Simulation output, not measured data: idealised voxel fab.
process module | voxel transistor to metal
Displayed cross-section: cut, width of 140 nm, square cells sized 5 nm.
A cross-section is a grid of square cells, given in bands from the top down. A band is one or more rows of cells.
Band entry format. Leading values: height of top, height of bottom, nm. Remainder: materials in left-to-right order, each with its width in nm. Special words: "full width" on a single material, which then fills the band edge to edge; "empty", empty space.
Measure heights from 0. That's the level where, below it, the as-received wafer is all one material. The lowest band is bottomless and extends downward; write it as in "top 0, no bottom".
A width given as "30->40" starts at the first number in the band's top row and ends at the second number in its bottom row, shifting by an equal amount at every step from row to row.
Key: "nothing altered" - step with no changed cell in the cross-section.
Each empty space that has no open way to the top and spans at least 8 cells appears under "Enclosed empty spaces" as width x height at distance, the distance counted from the left edge, all in nm.
That trailing text on a step's line, after the settings, is the simulator's own remark on the step.
overlay nm: where the mask lay relative to plan, measured to the right, on steps with a mask; negatives go left.

-- Listed below are the process steps as planned
1,RECEIVE [material Si]
2,OXIDIZE [depth nm 5]
3,CONFORMAL_DEP [material SiN] [thk nm 15]
4,DIRECTIONAL_DEP [material aC] [thk nm 15]
5,PATTERN [tone cover] [mask id ACTIVE] [material resist] [width nm 105] [thk nm 30] [overlay nm 0]
6,DIRECTIONAL_ETCH [etch materials aC] [depth nm 15]
7,STRIP [etch materials resist]
8,DIRECTIONAL_ETCH [etch materials SiN] [depth nm 15]
9,DIRECTIONAL_ETCH [etch materials SiO2] [depth nm 5]
10,DIRECTIONAL_ETCH [etch materials Si] [depth nm 20]
11,STRIP [etch materials aC]
12,OXIDIZE [depth nm 5]
13,FILL_DEP [material SiO2] [thk nm 5]
14,CMP [height nm 15]
15,SELECTIVE_ETCH [etch materials SiO2] [depth nm 10]
16,STRIP [etch materials SiN]
17,SELECTIVE_ETCH [etch materials SiO2] [depth nm 5]
18,OXIDIZE [depth nm 5]
19,DIRECTIONAL_DEP [material polySi] [thk nm 30]
20,DIRECTIONAL_DEP [material SiCN] [thk nm 15]
21,PATTERN [tone cover] [mask id GATE] [material resist] [width nm 25] [thk nm 20] [overlay nm 0]
22,DIRECTIONAL_ETCH [etch materials SiCN] [depth nm 25]
23,DIRECTIONAL_ETCH [etch materials polySi] [depth nm 40]
24,STRIP [etch materials resist]
25,CONFORMAL_DEP [material SiN] [thk nm 5]
26,DIRECTIONAL_ETCH [etch materials SiN] [depth nm 5]
27,DIRECTIONAL_ETCH [etch materials SiO2] [depth nm 5]
28,DIRECTIONAL_ETCH [etch materials Si] [depth nm 15]
29,EPI [material nSi] [thk nm 15]
30,FILL_DEP [material SiO2] [thk nm 5]
31,CMP [height nm 40]
32,DIRECTIONAL_DEP [material SiO2] [thk nm 10]
33,MASKED_ETCH [tone open] [mask id CONTACT] [width nm 20] [pitch nm 75] [etch materials SiO2] [depth nm 60] [overlay nm 0]
34,CONFORMAL_DEP [material TiN] [thk nm 5]
35,FILL_DEP [material Ru] [thk nm 5]
36,CMP [height nm 50]
37,DIRECTIONAL_DEP [material TiN] [thk nm 5]
38,DIRECTIONAL_DEP [material Ru] [thk nm 20]
39,DIRECTIONAL_DEP [material aC] [thk nm 15]
40,PATTERN [tone cover] [mask id METAL_1] [material resist] [width nm 20] [pitch nm 75] [thk nm 35] [overlay nm 0]
41,DIRECTIONAL_ETCH [etch materials aC] [depth nm 15]
42,STRIP [etch materials resist]
43,DIRECTIONAL_ETCH [etch materials Ru] [depth nm 20]
44,DIRECTIONAL_ETCH [etch materials TiN] [depth nm 5]
45,STRIP [etch materials aC]
46,CONFORMAL_DEP [material SiCN] [thk nm 5]
47,FILL_DEP [material lowk] [thk nm 10]
48,CMP [height nm 75]
49,CONFORMAL_DEP [material SiN] [thk nm 5]

-- Step 1 complete: cross-section of the wafer as received
- top 0, no bottom | Si full width
- Enclosed empty spaces: none

-- Cross-section taken at module completion on the first of two wafers; processed per the plan
- top 80, bottom 75 | SiN full width
- top 75, bottom 55 | lowk=15 | SiCN=5 | Ru=20 | SiCN=5 | lowk=45 | SiCN=5 | Ru=20 | SiCN=5 | lowk=20
- top 55, bottom 50 | SiCN=20 | TiN=20 | SiCN=55 | TiN=20 | SiCN=25
- top 50, bottom 40 | SiO2=20 | TiN=5 | Ru=10 | TiN=5 | SiO2=55 | TiN=5 | Ru=10 | TiN=5 | SiO2=25
- top 40, bottom 25 | SiO2=20 | TiN=5 | Ru=10 | TiN=5 | SiO2=10 | SiN=5 | SiCN=25 | SiN=5 | SiO2=10 | TiN=5 | Ru=10 | TiN=5 | SiO2=25
- top 25, bottom 10 | SiO2=20 | TiN=5 | Ru=10 | TiN=5 | SiO2=10 | SiN=5 | polySi=25 | SiN=5 | SiO2=10 | TiN=5 | Ru=10 | TiN=5 | SiO2=25
- top 10, bottom 5 | SiO2=20 | TiN=5 | Ru=5 | TiN=10 | SiO2=10 | SiN=5 | polySi=25 | SiN=5 | SiO2=10 | TiN=10 | Ru=5 | TiN=5 | SiO2=25
- top 5, bottom 0 | SiO2=20 | TiN=5 | Ru=5 | TiN=5 | nSi=15 | SiN=5 | polySi=25 | SiN=5 | nSi=15 | TiN=5 | Ru=5 | TiN=5 | SiO2=25
- top 0, bottom -5 | SiO2=10 | SiN=5 | SiO2=5 | TiN=5 | Ru=5 | TiN=5 | nSi=15 | SiN=5 | polySi=25 | SiN=5 | nSi=15 | TiN=5 | Ru=5 | TiN=5 | SiO2=5 | SiN=5 | SiO2=15
- top -5, bottom -10 | SiO2=20 | TiN=15 | nSi=15 | SiO2=35 | nSi=15 | TiN=15 | SiO2=25
- top -10, bottom -25 | SiO2=20 | nSi=30 | Si=35 | nSi=30 | SiO2=25
- top -25, bottom -30 | SiO2=20 | Si=95 | SiO2=25
- top -30, no bottom | Si full width
- Enclosed empty spaces: none

-- Here is the second of the two wafers cut open at the end of the module - same start, same plan as the first one, but we made one mistake running it
- top 80, bottom 75 | SiN full width
- top 75, bottom 55 | lowk=15 | SiCN=5 | Ru=20 | SiCN=5 | lowk=45 | SiCN=5 | Ru=20 | SiCN=5 | lowk=20
- top 55, bottom 50 | SiCN=20 | TiN=20 | SiCN=55 | TiN=20 | SiCN=25
- top 50, bottom 40 | SiO2=20 | TiN=5 | Ru=10 | TiN=5 | SiO2=55 | TiN=5 | Ru=10 | TiN=5 | SiO2=25
- top 40, bottom 25 | SiO2=20 | TiN=5 | Ru=10 | TiN=5 | SiN=5 | SiCN=25 | SiN=5 | SiO2=20 | TiN=5 | Ru=10 | TiN=5 | SiO2=25
- top 25, bottom 10 | SiO2=20 | TiN=5 | Ru=10 | TiN=5 | SiN=5 | polySi=25 | SiN=5 | SiO2=20 | TiN=5 | Ru=10 | TiN=5 | SiO2=25
- top 10, bottom 5 | SiO2=20 | TiN=20 | SiN=5 | polySi=25 | SiN=5 | SiO2=20 | TiN=5 | Ru=10 | TiN=5 | SiO2=25
- top 5, bottom 0 | SiO2=20 | TiN=5 | nSi=15 | SiN=5 | polySi=25 | SiN=5 | nSi=15 | SiO2=5 | TiN=5 | Ru=10 | TiN=5 | SiO2=25
- top 0, bottom -5 | SiO2=10 | SiN=5 | SiO2=5 | TiN=5 | nSi=15 | SiN=5 | polySi=25 | SiN=5 | nSi=15 | SiO2=5 | TiN=5 | Ru=10 | TiN=5 | SiO2=5 | SiN=5 | SiO2=15
- top -5, bottom -10 | SiO2=20 | TiN=5 | nSi=15 | SiO2=35 | nSi=15 | SiO2=5 | TiN=20 | SiO2=25
- top -10, bottom -25 | SiO2=20 | nSi=20 | Si=35 | nSi=40 | SiO2=25
- top -25, bottom -30 | SiO2=20 | Si=95 | SiO2=25
- top -30, no bottom | Si full width
- Enclosed empty spaces: none
Nonconformance to the process plan: step 21 was not run as planned; what actually ran was PATTERN [tone cover] [mask id GATE] [material resist] [width nm 25] [thk nm 20] [overlay nm -10]
The final cell counts differ between the wafers, with the second having more or fewer of some materials than the first: SiO2: 3 more | TiN: 3 fewer
